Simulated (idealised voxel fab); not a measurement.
Documented hereafter: the process module known as voxel transistor to metal.
The cross-section shown here is cut; it is 190 nm wide and divided into square cells measuring 5 nm on a side.
Just so we're on the same page, the cross-sections are grids of square cells, and they're listed out in bands top to bottom, each band one or more rows deep. Band entry format. Leading values: height of top, height of bottom, nm. Remainder: materials in left-to-right order, each with its width in nm. Special words: "throughout" on a single material, which then fills the band edge to edge; "air", empty space. Where do heights start? At 0: under that level the wafer as delivered is made of one material only. And the lowest band has no floor; it just carries on downward, as in "0 down". The width entry "30->40" should be interpreted row by row: the top row of cells in the band takes the first number, the bottom row takes the second number, and the change between adjacent rows is uniform throughout. Where the words "no modification" appear for a step, the cross-section shows no cell changed by that step; every cell remained as before. The entry "Sealed internal voids" lists the empty spaces that cover at least 8 cells and have no open path to the top. Each is written as width x height at distance, where the distance is measured from the left edge and all three values are in nm. Text after the settings on a step's line: the simulator's own remark on that step. For masked steps, "overlay nm" on the step line gives how far right of plan the mask actually lay; a minus sign means it lay to the left.

PLANNED STEP LIST FOR THE PROCESS
1,RECEIVE, material Si
2,CONFORMAL_DEP, material SiO2, thk nm 5
3,CONFORMAL_DEP, material SiN, thk nm 15
4,PATTERN, tone cover, mask id ACTIVE, material resist, width nm 115, thk nm 20, overlay nm 0
5,DIRECTIONAL_ETCH, etch materials SiN, depth nm 15
6,DIRECTIONAL_ETCH, etch materials SiO2, depth nm 5
7,DIRECTIONAL_ETCH, etch materials Si, depth nm 35
8,STRIP, etch materials resist
9,FILL_DEP, material SiO2, thk nm 10
10,CMP, height nm 20
11,SELECTIVE_ETCH, etch materials SiO2, depth nm 15
12,STRIP, etch materials SiN
13,SELECTIVE_ETCH, etch materials SiO2, depth nm 5
14,OXIDIZE, depth nm 5
15,DIRECTIONAL_DEP, material polySi, thk nm 25
16,DIRECTIONAL_DEP, material SiCN, thk nm 15
17,DIRECTIONAL_DEP, material aC, thk nm 15
18,PATTERN, tone cover, mask id GATE, material resist, width nm 25, thk nm 30, overlay nm 0
19,DIRECTIONAL_ETCH, etch materials aC, depth nm 15
20,STRIP, etch materials resist
21,DIRECTIONAL_ETCH, etch materials SiCN, depth nm 25
22,DIRECTIONAL_ETCH, etch materials polySi, depth nm 35
23,STRIP, etch materials aC
24,CONFORMAL_DEP, material SiO2, thk nm 5
25,DIRECTIONAL_ETCH, etch materials SiO2, depth nm 5
26,CONFORMAL_DEP, material SiN, thk nm 10
27,DIRECTIONAL_ETCH, etch materials SiN, depth nm 10
28,DIRECTIONAL_ETCH, etch materials SiO2, depth nm 5
29,EPI, material nSi, thk nm 5
30,FILL_DEP, material SiO2, thk nm 10
31,CMP, height nm 40
32,DIRECTIONAL_DEP, material SiO2, thk nm 10
33,DIRECTIONAL_DEP, material aC, thk nm 10
34,PATTERN, tone open, mask id CONTACT, material resist, width nm 20, pitch nm 75, thk nm 25, overlay nm 0
35,DIRECTIONAL_ETCH, etch materials aC, depth nm 10
36,STRIP, etch materials resist
37,DIRECTIONAL_ETCH, etch materials SiO2, depth nm 50
38,STRIP, etch materials aC
39,CONFORMAL_DEP, material TiN, thk nm 5
40,FILL_DEP, material Ru, thk nm 5
41,CMP, height nm 50
42,DIRECTIONAL_DEP, material TiN, thk nm 5
43,DIRECTIONAL_DEP, material W, thk nm 20
44,MASKED_ETCH, tone cover, mask id METAL_1, width nm 20, pitch nm 75, etch materials W, depth nm 20, overlay nm 0
45,MASKED_ETCH, tone cover, mask id METAL_1, width nm 20, pitch nm 75, etch materials TiN, depth nm 5, overlay nm 0
46,FILL_DEP, material SiO2, thk nm 5
47,CMP, height nm 75
48,CONFORMAL_DEP, material SiCN, thk nm 5
49,DIRECTIONAL_DEP, material lowk, thk nm 35
50,MASKED_ETCH, tone open, mask id METAL_2, width nm 20, pitch nm 75, etch materials lowk, depth nm 20, overlay nm 0
51,PATTERN, tone open, mask id METAL_2_HOLES, material resist, width nm 15, pitch nm 75, thk nm 15, overlay nm 0
52,DIRECTIONAL_ETCH, etch materials lowk, depth nm 15
53,DIRECTIONAL_ETCH, etch materials SiCN, depth nm 5
54,STRIP, etch materials resist
55,CONFORMAL_DEP, material TiN, thk nm 5
56,FILL_DEP, material Ru, thk nm 10
57,CMP, height nm 115
58,CONFORMAL_DEP, material SiCN, thk nm 5

CROSS-SECTION OF THE INCOMING WAFER, STATE AFTER STEP 1
* 0 down  Si throughout
* Sealed internal voids: none

CROSS-SECTION, FIRST OF TWO WAFERS, END OF MODULE, RUN AS PLANNED
* 120 to 115  SiCN throughout
* 115 to 100  lowk=45 / TiN=5 / Ru=10 / TiN=5 / lowk=55 / TiN=5 / Ru=10 / TiN=5 / lowk=50
* 100 to 95  lowk=45 / TiN=5 / Ru=5 / TiN=10 / lowk=55 / TiN=5 / Ru=5 / TiN=10 / lowk=50
* 95 to 80  lowk=45 / TiN=5 / Ru=5 / TiN=5 / lowk=60 / TiN=5 / Ru=5 / TiN=5 / lowk=55
* 80 to 75  SiCN=45 / TiN=15 / SiCN=60 / TiN=15 / SiCN=55
* 75 to 55  SiO2=45 / W=20 / SiO2=55 / W=20 / SiO2=50
* 55 to 50  SiO2=45 / TiN=20 / SiO2=55 / TiN=20 / SiO2=50
* 50 to 40  SiO2=45 / TiN=5 / Ru=10 / TiN=5 / SiO2=55 / TiN=5 / Ru=10 / TiN=5 / SiO2=50
* 40 to 25  SiO2=45 / TiN=5 / Ru=10 / TiN=5 / SiN=10 / SiO2=5 / SiCN=25 / SiO2=5 / SiN=10 / TiN=5 / Ru=10 / TiN=5 / SiO2=50
* 25 to 5  SiO2=45 / TiN=5 / Ru=10 / TiN=5 / SiN=10 / SiO2=5 / polySi=25 / SiO2=5 / SiN=10 / TiN=5 / Ru=10 / TiN=5 / SiO2=50
* 5 to 0  SiO2=45 / TiN=20 / SiN=10 / SiO2=5 / polySi=25 / SiO2=5 / SiN=10 / TiN=20 / SiO2=50
* 0 to -5  SiO2=30 / nSi=35 / SiO2=55 / nSi=35 / SiO2=35
* -5 to -35  SiO2=35 / Si=115 / SiO2=40
* -35 down  Si throughout
* Sealed internal voids: none

THIS CROSS-SECTION BELONGS TO THE SECOND WAFER OF TWO AT THE END OF THE MODULE; THE START AND THE PLAN WERE SHARED WITH THE FIRST, AND THE RUN INCLUDED ONE MISTAKE
* 120 to 115  SiCN throughout
* 115 to 100  lowk=45 / TiN=5 / Ru=10 / TiN=5 / lowk=55 / TiN=5 / Ru=10 / TiN=5 / lowk=50
* 100 to 95  lowk=45 / TiN=5 / Ru=5 / TiN=10 / lowk=55 / TiN=5 / Ru=5 / TiN=10 / lowk=50
* 95 to 80  lowk=45 / TiN=5 / Ru=5 / TiN=5 / lowk=60 / TiN=5 / Ru=5 / TiN=5 / lowk=55
* 80 to 75  SiCN=45 / TiN=15 / SiCN=60 / TiN=15 / SiCN=55
* 75 to 55  SiO2=45 / W=20 / SiO2=55 / W=20 / SiO2=50
* 55 to 50  SiO2=45 / TiN=20 / SiO2=55 / TiN=20 / SiO2=50
* 50 to 40  SiO2=45 / TiN=5 / Ru=10 / TiN=5 / SiO2=55 / TiN=5 / Ru=10 / TiN=5 / SiO2=50
* 40 to 30  SiO2=45 / TiN=5 / Ru=10 / TiN=5 / SiN=10 / SiO2=5 / SiCN=25 / SiO2=5 / SiN=10 / TiN=5 / Ru=10 / TiN=5 / SiO2=50
* 30 to 10  SiO2=45 / TiN=5 / Ru=10 / TiN=5 / SiN=10 / SiO2=5 / polySi=25 / SiO2=5 / SiN=10 / TiN=5 / Ru=10 / TiN=5 / SiO2=50
* 10 to 5  SiO2=45 / TiN=20 / SiN=10 / SiO2=5 / polySi=25 / SiO2=5 / SiN=10 / TiN=20 / SiO2=50
* 5 to 0  SiO2=25 / SiN=10 / SiO2=5 / nSi=25 / SiO2=55 / nSi=25 / SiO2=5 / SiN=10 / SiO2=30
* 0 to -5  SiO2=45 / Si=95 / SiO2=50
* -5 to -35  SiO2=35 / Si=115 / SiO2=40
* -35 down  Si throughout
* Sealed internal voids: none
What broke from the plan during processing? mixed up steps 12 and 13 - ran each in the other's place
Counted in cells at the end, the second wafer holds more or fewer of these materials than the first: Ru -4, Si +19, SiCN -5, SiO2 -2, TiN -4, nSi -4
